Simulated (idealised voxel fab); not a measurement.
The document below concerns the process module designated voxel wiring stack.
FYI the section here is cut, 155 nm wide, cells are 5 nm squares.
Heads up, the way a cross-section reads in here is a grid of square cells, handed over as bands from the top down, with every band being one or more rows of cells. Read a band's entry like this: the first values are the height of its top and the height of its bottom in nm, and what follows is the sequence of materials from left to right, each with its width in nm. Note that "air" is empty space, and that a single material marked "edge to edge" reaches across the band from edge to edge. Height 0 is the level under which the wafer as received is all one material. The lowest band goes on downwards, as in "z 0 and below". Width: "30->40" (first number = top row, second number = bottom row, same change from row to row of cells). It should be understood that the words "same as before", when stated for a given step, signify that the cross-section underwent no change in any of its cells during that step. Each empty space that has no open way to the top and spans at least 8 cells appears under "closed voids" as width x height at distance, the distance counted from the left edge, all in nm. If you see something after the settings on a step's line, that's the simulator's own remark about that step. overlay nm: mask right of planned place by this much (step with mask). Neg. = left.

## Here's what the planned process steps look like
| 1 | RECEIVE with material Si |
| 2 | CONFORMAL_DEP with material SiO2, thk nm 15 |
| 3 | DIRECTIONAL_DEP with material TiN, thk nm 5 |
| 4 | DIRECTIONAL_DEP with material Ru, thk nm 20 |
| 5 | PATTERN with tone cover, mask id METAL_1, material resist, width nm 20, pitch nm 35, thk nm 15, overlay nm 0 |
| 6 | DIRECTIONAL_ETCH with etch materials Ru, depth nm 20 |
| 7 | DIRECTIONAL_ETCH with etch materials TiN, depth nm 5 |
| 8 | STRIP with etch materials resist |
| 9 | CONFORMAL_DEP with material SiN, thk nm 5 |
| 10 | FILL_DEP with material SiO2, thk nm 5 |
| 11 | CMP with height nm 40 |
| 12 | CONFORMAL_DEP with material SiCN, thk nm 5 |
| 13 | DIRECTIONAL_DEP with material SiO2, thk nm 10 |
| 14 | PATTERN with tone open, mask id PLUG_1, material resist, width nm 15, pitch nm 70, thk nm 15, overlay nm 0 |
| 15 | DIRECTIONAL_ETCH with etch materials SiO2, depth nm 10 |
| 16 | DIRECTIONAL_ETCH with etch materials SiCN, depth nm 5 |
| 17 | STRIP with etch materials resist |
| 18 | CONFORMAL_DEP with material TiN, thk nm 5 |
| 19 | FILL_DEP with material Cu, thk nm 5 |
| 20 | CMP with height nm 55 |
| 21 | CONFORMAL_DEP with material SiN, thk nm 5 |
| 22 | DIRECTIONAL_DEP with material lowk, thk nm 25 |
| 23 | DIRECTIONAL_DEP with material aC, thk nm 15 |
| 24 | PATTERN with tone open, mask id METAL_2, material resist, width nm 20, pitch nm 35, thk nm 30, overlay nm 0 |
| 25 | DIRECTIONAL_ETCH with etch materials aC, depth nm 15 |
| 26 | STRIP with etch materials resist |
| 27 | DIRECTIONAL_ETCH with etch materials lowk, depth nm 25 |
| 28 | DIRECTIONAL_ETCH with etch materials SiN, depth nm 5 |
| 29 | STRIP with etch materials aC |
| 30 | CONFORMAL_DEP with material TiN, thk nm 5 |
| 31 | FILL_DEP with material Cu, thk nm 10 |
| 32 | CMP with height nm 85 |
| 33 | EPI with material Ru, thk nm 5 |
| 34 | FILL_DEP with material SiCN, thk nm 5 |
| 35 | DIRECTIONAL_DEP with material SiO2, thk nm 20 |
| 36 | PATTERN with tone open, mask id PLUG_2, material resist, width nm 15, pitch nm 35, thk nm 15, overlay nm 0 |
| 37 | DIRECTIONAL_ETCH with etch materials SiO2, depth nm 20 |
| 38 | DIRECTIONAL_ETCH with etch materials SiCN, depth nm 5 |
| 39 | STRIP with etch materials resist |
| 40 | EPI with material Ru, thk nm 10 |
| 41 | EPI with material Ru, thk nm 10 |
| 42 | EPI with material Ru, thk nm 5 |
| 43 | CONFORMAL_DEP with material SiN, thk nm 5 |
| 44 | DIRECTIONAL_DEP with material lowk, thk nm 15 |
| 45 | MASKED_ETCH with tone open, mask id METAL_3, width nm 20, pitch nm 35, etch materials lowk, depth nm 15, overlay nm 0 |
| 46 | MASKED_ETCH with tone open, mask id METAL_3, width nm 20, pitch nm 35, etch materials SiN, depth nm 5, overlay nm 0 |
| 47 | CONFORMAL_DEP with material TiN, thk nm 5 |
| 48 | FILL_DEP with material Cu, thk nm 5 |
| 49 | CMP with height nm 135 |
| 50 | CONFORMAL_DEP with material SiN, thk nm 5 |

## Wafer cross-section on receipt, i.e. after step 1
z 0 and below: Si edge to edge
closed voids: none

## Module complete - cross-section of the first of two wafers, run according to plan
z 140 to 135: SiN edge to edge
z 135 to 120: 30 nm lowk | 5 nm TiN | 10 nm Cu | 5 nm TiN | 15 nm lowk | 5 nm TiN | 10 nm Cu | 5 nm TiN | 15 nm lowk | 5 nm TiN | 10 nm Cu | 5 nm TiN | 35 nm lowk
z 120 to 115: 30 nm SiN | 20 nm TiN | 15 nm SiN | 20 nm TiN | 15 nm SiN | 20 nm TiN | 35 nm SiN
z 115 to 95: 30 nm SiO2 | 15 nm Ru | 20 nm SiO2 | 15 nm Ru | 20 nm SiO2 | 15 nm Ru | 40 nm SiO2
z 95 to 85: 30->25 nm SiCN | 15->30 nm Ru | 20->5 nm SiCN | 15->30 nm Ru | 20->5 nm SiCN | 15->30 nm Ru | 40->30 nm SiCN
z 85 to 60: 30 nm lowk | 5 nm TiN | 10 nm Cu | 5 nm TiN | 15 nm lowk | 5 nm TiN | 10 nm Cu | 5 nm TiN | 15 nm lowk | 5 nm TiN | 10 nm Cu | 5 nm TiN | 35 nm lowk
z 60 to 55: 30 nm SiN | 20 nm TiN | 15 nm SiN | 20 nm TiN | 15 nm SiN | 20 nm TiN | 35 nm SiN
z 55 to 45: 30 nm SiO2 | 5 nm TiN | 5 nm Cu | 5 nm TiN | 55 nm SiO2 | 5 nm TiN | 5 nm Cu | 5 nm TiN | 40 nm SiO2
z 45 to 40: 30 nm SiCN | 15 nm TiN | 55 nm SiCN | 15 nm TiN | 40 nm SiCN
z 40 to 20: 25 nm SiO2 | 5 nm SiN | 20 nm Ru | 5 nm SiN | 5 nm SiO2 | 5 nm SiN | 20 nm Ru | 5 nm SiN | 5 nm SiO2 | 5 nm SiN | 20 nm Ru | 5 nm SiN | 30 nm SiO2
z 20 to 15: 30 nm SiN | 20 nm TiN | 15 nm SiN | 20 nm TiN | 15 nm SiN | 20 nm TiN | 35 nm SiN
z 15 to 0: SiO2 edge to edge
z 0 and below: Si edge to edge
closed voids: none

## second wafer at the end: like start, like plan, one mistake
z 140 to 135: SiN edge to edge
z 135 to 120: 35 nm lowk | 5 nm TiN | 5 nm Cu | 5 nm TiN | 20 nm lowk | 5 nm TiN | 5 nm Cu | 5 nm TiN | 20 nm lowk | 5 nm TiN | 5 nm Cu | 5 nm TiN | 35 nm lowk
z 120 to 115: 35 nm SiN | 15 nm TiN | 20 nm SiN | 15 nm TiN | 20 nm SiN | 15 nm TiN | 35 nm SiN
z 115 to 95: 30 nm SiO2 | 15 nm Ru | 20 nm SiO2 | 15 nm Ru | 20 nm SiO2 | 15 nm Ru | 40 nm SiO2
z 95 to 85: 30->25 nm SiCN | 15->30 nm Ru | 20->5 nm SiCN | 15->30 nm Ru | 20->5 nm SiCN | 15->30 nm Ru | 40->30 nm SiCN
z 85 to 60: 30 nm lowk | 5 nm TiN | 10 nm Cu | 5 nm TiN | 15 nm lowk | 5 nm TiN | 10 nm Cu | 5 nm TiN | 15 nm lowk | 5 nm TiN | 10 nm Cu | 5 nm TiN | 35 nm lowk
z 60 to 55: 30 nm SiN | 20 nm TiN | 15 nm SiN | 20 nm TiN | 15 nm SiN | 20 nm TiN | 35 nm SiN
z 55 to 45: 30 nm SiO2 | 5 nm TiN | 5 nm Cu | 5 nm TiN | 55 nm SiO2 | 5 nm TiN | 5 nm Cu | 5 nm TiN | 40 nm SiO2
z 45 to 40: 30 nm SiCN | 15 nm TiN | 55 nm SiCN | 15 nm TiN | 40 nm SiCN
z 40 to 20: 25 nm SiO2 | 5 nm SiN | 20 nm Ru | 5 nm SiN | 5 nm SiO2 | 5 nm SiN | 20 nm Ru | 5 nm SiN | 5 nm SiO2 | 5 nm SiN | 20 nm Ru | 5 nm SiN | 30 nm SiO2
z 20 to 15: 30 nm SiN | 20 nm TiN | 15 nm SiN | 20 nm TiN | 15 nm SiN | 20 nm TiN | 35 nm SiN
z 15 to 0: SiO2 edge to edge
z 0 and below: Si edge to edge
closed voids: none
The mistake made against the process plan was this: contrary to plan, step 45 was performed as MASKED_ETCH with tone open, mask id METAL_3, width nm 15, pitch nm 35, etch materials lowk, depth nm 15, overlay nm 0
Heads up, by the end the second wafer has more or fewer cells of some materials compared to the first: Cu -9, SiN +3, TiN -3, lowk +9
